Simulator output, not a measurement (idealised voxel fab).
Process module name: voxel self aligned contacts
We display cut, a cross-section 235 nm in width whose square cells are each 5 nm.
We lay out every cross-section as a grid of square cells and spell it out in bands from the top down, where one band means one or more rows of cells.
First you get the band's top height and its bottom height, in nm, and then the materials it's made of, left to right, with each width in nm. If you see a single material with "all across", that one covers the band edge to edge. "blank" is empty space.
Zero point of the height axis is 0; under it, received wafer = one material. Lowest band: continues down indefinitely, "from 0 down".
With a width like "30 to 40", each row of cells in the band differs from the next by the same amount, the top row carrying the first number and the bottom row the second.
The cross-section has no changed cell in any step marked "stayed the same".
"Closed voids list" lists enclosed empty spaces (at least 8 cells, no open path upward to the top), each as width x height at distance from the left edge, in nm.
Step line, after settings: the simulator's comment on this step.
Among the settings permitted on a step's line is "overlay nm"; applied to a step with a mask, it specifies the extent to which the mask lay to the right of its planned position, whereas a negative figure signifies a position to the left.

### So here's the lineup of process steps we planned
1. RECEIVE (material Si)
2. CONFORMAL_DEP (material SiO2; thk nm 5)
3. DIRECTIONAL_DEP (material polySi; thk nm 20)
4. DIRECTIONAL_DEP (material SiN; thk nm 20)
5. DIRECTIONAL_DEP (material aC; thk nm 10)
6. PATTERN (tone cover; mask id GATE; material resist; width nm 35; pitch nm 75; thk nm 25; overlay nm 0)
7. DIRECTIONAL_ETCH (etch materials aC; depth nm 10)
8. STRIP (etch materials resist)
9. DIRECTIONAL_ETCH (etch materials SiN; depth nm 20)
10. DIRECTIONAL_ETCH (etch materials polySi; depth nm 20)
11. STRIP (etch materials aC)
12. CONFORMAL_DEP (material SiN; thk nm 10)
13. DIRECTIONAL_ETCH (etch materials SiN; depth nm 10)
14. FILL_DEP (material SiO2; thk nm 20)
15. CMP (height nm 55)
16. PATTERN (tone open; mask id CONTACT; material resist; width nm 60; pitch nm 75; thk nm 15; overlay nm 0)
17. DIRECTIONAL_ETCH (etch materials SiO2; depth nm 55)
18. STRIP (etch materials resist)
19. CONFORMAL_DEP (material TiN; thk nm 5)
20. FILL_DEP (material W; thk nm 5)
21. CMP (height nm 55)
22. CONFORMAL_DEP (material SiN; thk nm 5)

### Incoming wafer, cross-sectional view, post step 1
from 0 down: Si all across
Closed voids list: none

### Cross-sectional image of the first of two wafers at the end of the module, the run having proceeded as planned
from 60 to 55: SiN all across
from 55 to 45: SiO2=50, TiN=5 to 25, W=50 to 10, TiN=5 to 25, SiO2=15, TiN=5 to 25, W=50 to 10, TiN=5 to 25, SiO2=50
from 45 to 25: SiO2=15, SiN=55, TiN=5, W=10, TiN=5, SiN=55, TiN=5, W=10, TiN=5, SiN=55, SiO2=15
from 25 to 5: SiO2=15, SiN=10, polySi=35, SiN=10, TiN=5, W=10, TiN=5, SiN=10, polySi=35, SiN=10, TiN=5, W=10, TiN=5, SiN=10, polySi=35, SiN=10, SiO2=15
from 5 to 0: SiO2=70, TiN=20, SiO2=55, TiN=20, SiO2=70
from 0 down: Si all across
Closed voids list: none

### This cross-section belongs to the second wafer of two at the end of the module; the start and the plan were shared with the first, and the run included one mistake
from 60 to 55: SiN all across
from 55 to 35: SiO2=15, SiN=55, TiN=5, W=10, TiN=5, SiN=55, TiN=5, W=10, TiN=5, SiN=55, SiO2=15
from 35 to 15: SiO2=15, SiN=10, polySi=35, SiN=10, TiN=5, W=10, TiN=5, SiN=10, polySi=35, SiN=10, TiN=5, W=10, TiN=5, SiN=10, polySi=35, SiN=10, SiO2=15
from 15 to 5: SiO2=70, TiN=5, W=10, TiN=5, SiO2=55, TiN=5, W=10, TiN=5, SiO2=70
from 5 to 0: SiO2=70, TiN=20, SiO2=55, TiN=20, SiO2=70
from 0 down: Si all across
Closed voids list: none
Deviation noted in wafer processing: off-plan run, step 2, actual operation and settings CONFORMAL_DEP (material SiO2; thk nm 15)
Materials where the second wafer ends with more or fewer cells than the first: 32 more of SiO2; 16 fewer of TiN; 16 fewer of W
